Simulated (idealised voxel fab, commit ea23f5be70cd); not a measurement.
The process module presented herein is designated voxel transistor to metal.
Cross-section cut: width 160 nm, square cells of 5 nm.
In what follows, cross-sections appear as grids of square cells, described through bands that run from the top down, where every band is one or more rows of cells. Band: top height; bottom height; in nm. Then, left to right: material with width in nm, for each material. "all across": a single material spanning edge to edge. "empty": empty space. Ref level 0: as-received wafer is one material below here. Bottom band extends down with no lower bound ("0 and below"). Graded width ("30 to 40"): value in top row of band = first number; value in bottom row = second number; row-to-row change constant. Any step labelled "all unchanged" changed none of the cells in the cross-section. Reported under the label "Unvented voids" are the empty spaces having no open way to the top and comprising 8 cells or more; the notation for each is width x height at distance, in which the distance is measured from the left edge and all three values are in nm. Whatever follows a step's settings on its line is a remark the simulator itself makes about that step. The line of a step may include "overlay nm". On a step with a mask, this value is how far to the right of its planned place the mask lay. A negative value means the mask lay to the left.
The steps planned for the process are as follows:
1) RECEIVE | material Si
2) CONFORMAL_DEP | material SiO2 | thk nm 5
3) CONFORMAL_DEP | material SiN | thk nm 15
4) PATTERN | tone cover | mask id ACTIVE | material resist | width nm 95 | thk nm 15 | overlay nm 0
5) DIRECTIONAL_ETCH | etch materials SiN | depth nm 15
6) DIRECTIONAL_ETCH | etch materials SiO2 | depth nm 5
7) DIRECTIONAL_ETCH | etch materials Si | depth nm 20
8) STRIP | etch materials resist
9) FILL_DEP | material SiO2 | thk nm 15
10) CMP | height nm 20
11) SELECTIVE_ETCH | etch materials SiO2 | depth nm 10
12) STRIP | etch materials SiN
13) SELECTIVE_ETCH | etch materials SiO2 | depth nm 5
14) OXIDIZE | depth nm 5
15) DIRECTIONAL_DEP | material polySi | thk nm 25
16) DIRECTIONAL_DEP | material SiCN | thk nm 15
17) PATTERN | tone cover | mask id GATE | material resist | width nm 25 | thk nm 15 | overlay nm 0
18) DIRECTIONAL_ETCH | etch materials SiCN | depth nm 25
19) DIRECTIONAL_ETCH | etch materials polySi | depth nm 35
20) STRIP | etch materials resist
21) CONFORMAL_DEP | material SiO2 | thk nm 5
22) DIRECTIONAL_ETCH | etch materials SiO2 | depth nm 5
23) CONFORMAL_DEP | material SiN | thk nm 5
24) DIRECTIONAL_ETCH | etch materials SiN | depth nm 5
25) DIRECTIONAL_ETCH | etch materials SiO2 | depth nm 5
26) DIRECTIONAL_ETCH | etch materials Si | depth nm 15
27) EPI | material SiGe | thk nm 15
28) FILL_DEP | material SiO2 | thk nm 5
29) CMP | height nm 25
30) STRIP | etch materials polySi
31) SELECTIVE_ETCH | etch materials SiO2 | depth nm 5
32) CONFORMAL_DEP | material HfO2 | thk nm 5
33) CONFORMAL_DEP | material TiN | thk nm 5
34) FILL_DEP | material W | thk nm 5
35) CMP | height nm 20
36) DIRECTIONAL_DEP | material SiO2 | thk nm 15
37) PATTERN | tone open | mask id CONTACT | material resist | width nm 15 | pitch nm 70 | thk nm 20 | overlay nm 0
38) DIRECTIONAL_ETCH | etch materials SiO2 | depth nm 25
39) STRIP | etch materials resist
40) CONFORMAL_DEP | material TiN | thk nm 5
41) FILL_DEP | material Ru | thk nm 10
42) CMP | height nm 35
43) DIRECTIONAL_DEP | material TiN | thk nm 5
44) DIRECTIONAL_DEP | material W | thk nm 25
45) PATTERN | tone cover | mask id METAL_1 | material resist | width nm 15 | pitch nm 70 | thk nm 20 | overlay nm 0
46) DIRECTIONAL_ETCH | etch materials W | depth nm 25
47) DIRECTIONAL_ETCH | etch materials TiN | depth nm 5
48) STRIP | etch materials resist
49) FILL_DEP | material SiO2 | thk nm 5
50) CMP | height nm 65
51) CONFORMAL_DEP | material SiCN | thk nm 5
52) DIRECTIONAL_DEP | material SiO2 | thk nm 30
53) PATTERN | tone open | mask id METAL_2 | material resist | width nm 15 | pitch nm 70 | thk nm 20 | overlay nm 0
54) DIRECTIONAL_ETCH | etch materials SiO2 | depth nm 20
55) STRIP | etch materials resist
56) MASKED_ETCH | tone open | mask id METAL_2_HOLES | width nm 15 | pitch nm 70 | etch materials SiO2 | depth nm 10 | overlay nm 0
57) MASKED_ETCH | tone open | mask id METAL_2_HOLES | width nm 15 | pitch nm 70 | etch materials SiCN | depth nm 5 | overlay nm 0
58) CONFORMAL_DEP | material TiN | thk nm 5
59) FILL_DEP | material Ru | thk nm 5
60) CMP | height nm 100
61) CONFORMAL_DEP | material SiCN | thk nm 5
Cross-sectional view of the wafer in its as-received condition, corresponding to the state after step 1:
    0 and below | Si all across
    Unvented voids: none
One mistake in running the module, otherwise start and plan as above: cross-section at the end:
    105 down to 100 | SiCN all across
    100 down to 70 | 35 SiO2  5 TiN  5 Ru  5 TiN  55 SiO2  5 TiN  5 Ru  5 TiN  40 SiO2
    70 down to 65 | 35 SiCN  15 TiN  55 SiCN  15 TiN  40 SiCN
    65 down to 40 | 35 SiO2  15 W  55 SiO2  15 W  40 SiO2
    40 down to 35 | 35 SiO2  15 TiN  55 SiO2  15 TiN  40 SiO2
    35 down to 20 | 35 SiO2  5 TiN  5 Ru  5 TiN  55 SiO2  5 TiN  5 Ru  5 TiN  40 SiO2
    20 down to 15 | 35 SiO2  5 TiN  5 Ru  5 TiN  5 SiO2  5 SiN  5 HfO2  5 TiN  15 W  5 TiN  5 HfO2  5 SiN  5 SiO2  5 TiN  5 Ru  5 TiN  40 SiO2
    15 down to 10 | 35 SiO2  15 TiN  5 SiO2  5 SiN  5 HfO2  5 TiN  15 W  5 TiN  5 HfO2  5 SiN  5 SiO2  15 TiN  40 SiO2
    10 down to 5 | 35 SiO2  20 SiGe  5 SiN  5 HfO2  5 TiN  15 W  5 TiN  5 HfO2  5 SiN  25 SiGe  35 SiO2
    5 down to 0 | 35 SiO2  5 SiN  15 SiGe  5 SiN  5 HfO2  25 TiN  5 HfO2  5 SiN  20 SiGe  5 SiN  35 SiO2
    0 down to -5 | 40 SiO2  15 SiGe  5 SiO2  35 HfO2  5 SiO2  20 SiGe  40 SiO2
    -5 down to -20 | 35 SiO2  5 Si  15 SiGe  45 Si  20 SiGe  5 Si  35 SiO2
    -20 and below | Si all across
    Unvented voids: none
Against the plan, the run slipped here: step 4 ran with different settings than intended, the actual operation and settings being PATTERN | tone cover | mask id ACTIVE | material resist | width nm 90 | thk nm 15 | overlay nm 0
